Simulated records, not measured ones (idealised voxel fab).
This section sets out a process module, namely voxel gate over fins.
Xsec cut, 165 nm wide, square cell size 5 nm.
Cross-section = grid of square cells, listed top down in bands; band = one or more rows.
This entry defines a band. It first specifies the height of the band's top and the height of its bottom in nm, and then specifies the band's materials from left to right, stating each material with its width in nm. The word "full width" identifies a single material that fills the band from edge to edge, while the word "empty" identifies empty space.
Heights are measured from 0, the level below which the as-received wafer is all one material; the lowest band has no bottom and continues downward, written as in "0..down".
Width spec "30->40" -> top row of cells at first value, bottom row at second value, equal per-row change in between.
You'll sometimes find "nothing different" written for a step, and that's the way of saying that nowhere in the cross-section did a cell change during that step.
Entry "Trapped void list" = empty spaces >= 8 cells with no open way to the top; each as width x height at distance, distance from left edge, all nm.
Step line, after settings: the simulator's comment on this step.
The setting "overlay nm" may be written on the line of a step. When the step uses a mask, the value reports how far to the right of the planned place the mask lay, and a negative value reports that it lay to the left.
SET OUT BELOW ARE THE PLANNED STEPS OF THE PROCESS
1 RECEIVE with material Si
2 CONFORMAL_DEP with material SiN, thk nm 5
3 PATTERN with tone cover, mask id FINS, material resist, width nm 15, pitch nm 45, thk nm 20, overlay nm 0
4 DIRECTIONAL_ETCH with etch materials SiN, depth nm 5
5 DIRECTIONAL_ETCH with etch materials Si, depth nm 30
6 STRIP with etch materials resist
7 FILL_DEP with material SiO2, thk nm 15
8 CMP with height nm 5
9 SELECTIVE_ETCH with etch materials SiO2, depth nm 20
10 STRIP with etch materials SiN
11 CONFORMAL_DEP with material HfO2, thk nm 5
12 CONFORMAL_DEP with material TiN, thk nm 5
13 CONFORMAL_DEP with material TiAl, thk nm 5
14 CONFORMAL_DEP with material TiN, thk nm 5
15 FILL_DEP with material W, thk nm 10
16 CMP with height nm 25
17 CONFORMAL_DEP with material SiCN, thk nm 10
AS RECEIVED, AFTER STEP 1
	0..down = Si full width
	Trapped void list: none
THE FIRST OF THE TWO WAFERS AS SEEN IN CROSS-SECTION ONCE THE MODULE WAS FINISHED; PROCESSING FOLLOWED THE PLAN
	35..25 = SiCN full width
	25..20 = W full width
	20..15 = W 30 nm / TiN 100 nm / W 35 nm
	15..10 = W 30 nm / TiN 5 nm / TiAl 90 nm / TiN 5 nm / W 35 nm
	10..5 = W 30 nm / TiN 5 nm / TiAl 5 nm / TiN 35 nm / TiAl 10 nm / TiN 35 nm / TiAl 5 nm / TiN 5 nm / W 35 nm
	5..0 = TiN 35 nm / TiAl 5 nm / TiN 5 nm / HfO2 25 nm / TiN 5 nm / TiAl 10 nm / TiN 5 nm / HfO2 25 nm / TiN 5 nm / TiAl 5 nm / TiN 40 nm
	0..-5 = TiAl 40 nm / TiN 5 nm / HfO2 5 nm / Si 15 nm / HfO2 5 nm / TiN 5 nm / TiAl 10 nm / TiN 5 nm / HfO2 5 nm / Si 15 nm / HfO2 5 nm / TiN 5 nm / TiAl 45 nm
	-5..-10 = TiN 45 nm / HfO2 5 nm / Si 15 nm / HfO2 5 nm / TiN 20 nm / HfO2 5 nm / Si 15 nm / HfO2 5 nm / TiN 50 nm
	-10..-15 = HfO2 50 nm / Si 15 nm / HfO2 30 nm / Si 15 nm / HfO2 55 nm
	-15..-30 = SiO2 50 nm / Si 15 nm / SiO2 30 nm / Si 15 nm / SiO2 55 nm
	-30..down = Si full width
	Trapped void list: none
PRESENTED HERE IS A CROSS-SECTION OF THE SECOND OF THE TWO WAFERS AS IT STOOD AT THE END OF THE MODULE. IT WAS STARTED IN THE SAME MANNER AND ASSIGNED THE SAME PLAN AS THE FIRST WAFER; HOWEVER, ONE MISTAKE WAS MADE IN ITS EXECUTION
	35..25 = SiCN full width
	25..15 = W 20 nm / TiN 5 nm / TiAl 110 nm / TiN 5 nm / W 25 nm
	15..10 = TiN 25 nm / TiAl 110 nm / TiN 30 nm
	10..5 = TiAl 40 nm / TiN 35 nm / TiAl 10 nm / TiN 35 nm / TiAl 45 nm
	5..0 = TiAl 40 nm / TiN 5 nm / HfO2 25 nm / TiN 5 nm / TiAl 10 nm / TiN 5 nm / HfO2 25 nm / TiN 5 nm / TiAl 45 nm
	0..-5 = TiAl 40 nm / TiN 5 nm / HfO2 5 nm / Si 15 nm / HfO2 5 nm / TiN 5 nm / TiAl 10 nm / TiN 5 nm / HfO2 5 nm / Si 15 nm / HfO2 5 nm / TiN 5 nm / TiAl 45 nm
	-5..-10 = TiN 45 nm / HfO2 5 nm / Si 15 nm / HfO2 5 nm / TiN 20 nm / HfO2 5 nm / Si 15 nm / HfO2 5 nm / TiN 50 nm
	-10..-15 = HfO2 50 nm / Si 15 nm / HfO2 30 nm / Si 15 nm / HfO2 55 nm
	-15..-30 = SiO2 50 nm / Si 15 nm / SiO2 30 nm / Si 15 nm / SiO2 55 nm
	-30..down = Si full width
	Trapped void list: none
In executing the process, a mistake was made relative to the plan: step 13 was run on a setting that differed from the plan, and what really ran there is CONFORMAL_DEP with material TiAl, thk nm 15
FYI, end of process, the second wafer has more or fewer cells of some materials than the first: TiAl +78; TiN -24; W -54
